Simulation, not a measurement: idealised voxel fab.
This is a process module. Its name is voxel self aligned contacts.
The cross-section shown here is cut; it is 230 nm wide and divided into square cells measuring 5 nm on a side.
The cross-sections in this document take the form of a grid made of square cells. They are written out as bands, in order from top to bottom. Each band consists of one or more rows of cells.
This entry defines a band. It first specifies the height of the band's top and the height of its bottom in nm, and then specifies the band's materials from left to right, stating each material with its width in nm. The word "throughout" identifies a single material that fills the band from edge to edge, while the word "blank" identifies empty space.
Ref level 0: as-received wafer is one material below here. Bottom band extends down with no lower bound ("from 0 down").
A width such as "30..40" changes by the same amount from each row of cells to the next, from the band's top row to its bottom row.
The designation "no alterations made", where it is given for a processing step, indicates that no cell of the cross-section was altered in the course of that step.
Enclosed voids (no open way to top), threshold 8 cells or more, entry "Closed cavities", notation width x height at distance, distance from left edge, nm.
Note: text after step settings on the step line = simulator remark on that step.
Regarding "overlay nm": on a step with a mask, it is the distance the mask lay to the right of its planned place; a negative value places it to the left.

The planned process steps are enumerated hereunder:
1 op RECEIVE | material Si
2 op CONFORMAL_DEP | material SiO2 | thk nm 5
3 op DIRECTIONAL_DEP | material polySi | thk nm 30
4 op DIRECTIONAL_DEP | material SiN | thk nm 15
5 op DIRECTIONAL_DEP | material aC | thk nm 15
6 op PATTERN | tone cover | mask id GATE | material resist | width nm 25 | pitch nm 55 | thk nm 35 | overlay nm 0
7 op DIRECTIONAL_ETCH | etch materials aC | depth nm 15
8 op STRIP | etch materials resist
9 op DIRECTIONAL_ETCH | etch materials SiN | depth nm 15
10 op DIRECTIONAL_ETCH | etch materials polySi | depth nm 30
11 op STRIP | etch materials aC
12 op CONFORMAL_DEP | material SiN | thk nm 5
13 op DIRECTIONAL_ETCH | etch materials SiN | depth nm 5
14 op FILL_DEP | material SiO2 | thk nm 20
15 op CMP | height nm 60
16 op DIRECTIONAL_DEP | material aC | thk nm 10
17 op PATTERN | tone open | mask id CONTACT | material resist | width nm 40 | thk nm 30 | overlay nm 0
18 op DIRECTIONAL_ETCH | etch materials aC | depth nm 10
19 op STRIP | etch materials resist
20 op DIRECTIONAL_ETCH | etch materials SiO2 | depth nm 60
21 op STRIP | etch materials aC
22 op CONFORMAL_DEP | material TiN | thk nm 5
23 op FILL_DEP | material W | thk nm 10
24 op CMP | height nm 60
25 op CONFORMAL_DEP | material SiN | thk nm 5

Here's what the wafer looked like in cross-section when it arrived - that's after step 1:
  from 0 down = Si throughout
  Closed cavities: none

The first of the two wafers as seen in cross-section once the module was finished; processing followed the plan:
  from 65 to 60 = SiN throughout
  from 60 to 50 = 95 SiO2, then 5..15 TiN, then 30..10 W, then 5..15 TiN, then 95 SiO2
  from 50 to 35 = 70 SiO2, then 35 SiN, then 5 TiN, then 10 W, then 5 TiN, then 35 SiN, then 70 SiO2
  from 35 to 5 = 70 SiO2, then 5 SiN, then 25 polySi, then 5 SiN, then 5 TiN, then 10 W, then 5 TiN, then 5 SiN, then 25 polySi, then 5 SiN, then 70 SiO2
  from 5 to 0 = 105 SiO2, then 20 TiN, then 105 SiO2
  from 0 down = Si throughout
  Closed cavities: none

Second of two wafers, module complete, sectioned: it shares the first wafer's start and plan but was run with one mistake:
  from 65 to 60 = SiN throughout
  from 60 to 50 = 90..65 W, then 5..30 TiN, then 40 SiO2, then 5..30 TiN, then 90..65 W
  from 50 to 35 = 65 W, then 5 TiN, then 35 SiN, then 20 SiO2, then 35 SiN, then 5 TiN, then 65 W
  from 35 to 5 = 65 W, then 5 TiN, then 5 SiN, then 25 polySi, then 5 SiN, then 20 SiO2, then 5 SiN, then 25 polySi, then 5 SiN, then 5 TiN, then 65 W
  from 5 to 0 = 70 TiN, then 90 SiO2, then 70 TiN
  from 0 down = Si throughout
  Closed cavities: none
The plan and the run diverged here: rather than as planned, step 17 actually ran as op PATTERN | tone cover | mask id CONTACT | material resist | width nm 40 | thk nm 30 | overlay nm 0
End check, counted in cells, second wafer has more or fewer of these materials than the first: -300 SiO2, +30 TiN, +270 W
